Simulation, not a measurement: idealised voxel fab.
Name of the process module below: voxel self aligned contacts
Each square cell in cross-section cut measures 5 nm, and the section as a whole is 185 nm wide.
How to read a cross-section here: the picture is a grid of square cells, written as bands going from the top down, and any band can span one or more rows of cells. Basically the band line says how high the top is and how high the bottom is, in nm, and then what's in it from left to right, every material with its width in nm. Empty space shows up as "air", and if a single material carries "throughout" it runs the full band edge to edge. Height reference: 0 = level under which incoming wafer is all one material. Lowest band: no bottom, runs on downward, e.g. "top 0, no bottom". The two numbers in a width such as "30..40" mark its ends across the band: the first belongs to the top row of cells, the second to the bottom row, and from each row to the next the width moves by the same amount. When a step is marked "everything unchanged", none of the cells in the cross-section changed during that step. "Sealed void list" specifies each empty space that is not open to the top and that occupies no fewer than 8 cells, using the form width x height at distance, the distance measured from the left edge and all three quantities in nm. Past the settings on a step's line: simulator remark, on that step. "overlay nm", when on a step's line for a step with a mask, measures how far to the right of its planned place the mask lay; a negative measure means to the left.

The process steps that were planned are listed below:
| 1 | RECEIVE with material Si |
| 2 | OXIDIZE with depth nm 5 |
| 3 | DIRECTIONAL_DEP with material polySi, thk nm 25 |
| 4 | DIRECTIONAL_DEP with material SiN, thk nm 25 |
| 5 | DIRECTIONAL_DEP with material aC, thk nm 10 |
| 6 | PATTERN with tone cover, mask id GATE, material resist, width nm 25, pitch nm 65, thk nm 30, overlay nm 0 |
| 7 | DIRECTIONAL_ETCH with etch materials aC, depth nm 10 |
| 8 | STRIP with etch materials resist |
| 9 | DIRECTIONAL_ETCH with etch materials SiN, depth nm 25 |
| 10 | DIRECTIONAL_ETCH with etch materials polySi, depth nm 25 |
| 11 | STRIP with etch materials aC |
| 12 | CONFORMAL_DEP with material SiN, thk nm 10 |
| 13 | DIRECTIONAL_ETCH with etch materials SiN, depth nm 10 |
| 14 | FILL_DEP with material SiO2, thk nm 20 |
| 15 | CMP with height nm 60 |
| 16 | MASKED_ETCH with tone open, mask id CONTACT, width nm 50, pitch nm 65, etch materials SiO2, depth nm 65, overlay nm 0 |
| 17 | CONFORMAL_DEP with material TiN, thk nm 5 |
| 18 | FILL_DEP with material W, thk nm 5 |
| 19 | CMP with height nm 60 |
| 20 | CONFORMAL_DEP with material SiCN, thk nm 5 |

Wafer as received: cross-section following step 1:
> top 0, no bottom | Si throughout
> Sealed void list: none

Wafer at module end, in section. Began as above, planned as above, run with one mistake:
> top 65, bottom 60 | SiCN throughout
> top 60, bottom 50 | 45 nm SiO2 / 5..10 nm TiN / 40..10 nm W / 5..30 nm TiN / 15 nm SiO2 / 5..10 nm TiN / 40..10 nm W / 5..30 nm TiN / 25 nm SiO2
> top 50, bottom 25 | 5 nm SiO2 / 45 nm SiN / 5 nm TiN / 10 nm W / 5 nm TiN / 45 nm SiN / 5 nm TiN / 10 nm W / 5 nm TiN / 45 nm SiN / 5 nm SiO2
> top 25, bottom 0 | 5 nm SiO2 / 10 nm SiN / 25 nm polySi / 10 nm SiN / 5 nm TiN / 10 nm W / 5 nm TiN / 10 nm SiN / 25 nm polySi / 10 nm SiN / 5 nm TiN / 10 nm W / 5 nm TiN / 10 nm SiN / 25 nm polySi / 10 nm SiN / 5 nm SiO2
> top 0, bottom -5 | 50 nm SiO2 / 20 nm TiN / 45 nm SiO2 / 20 nm TiN / 50 nm SiO2
> top -5, no bottom | Si throughout
> Sealed void list: none
Deviation from plan: step 16 went in with a setting other than planned; the actual run was MASKED_ETCH with tone open, mask id CONTACT, width nm 50, pitch nm 65, etch materials SiO2, depth nm 65, overlay nm 10
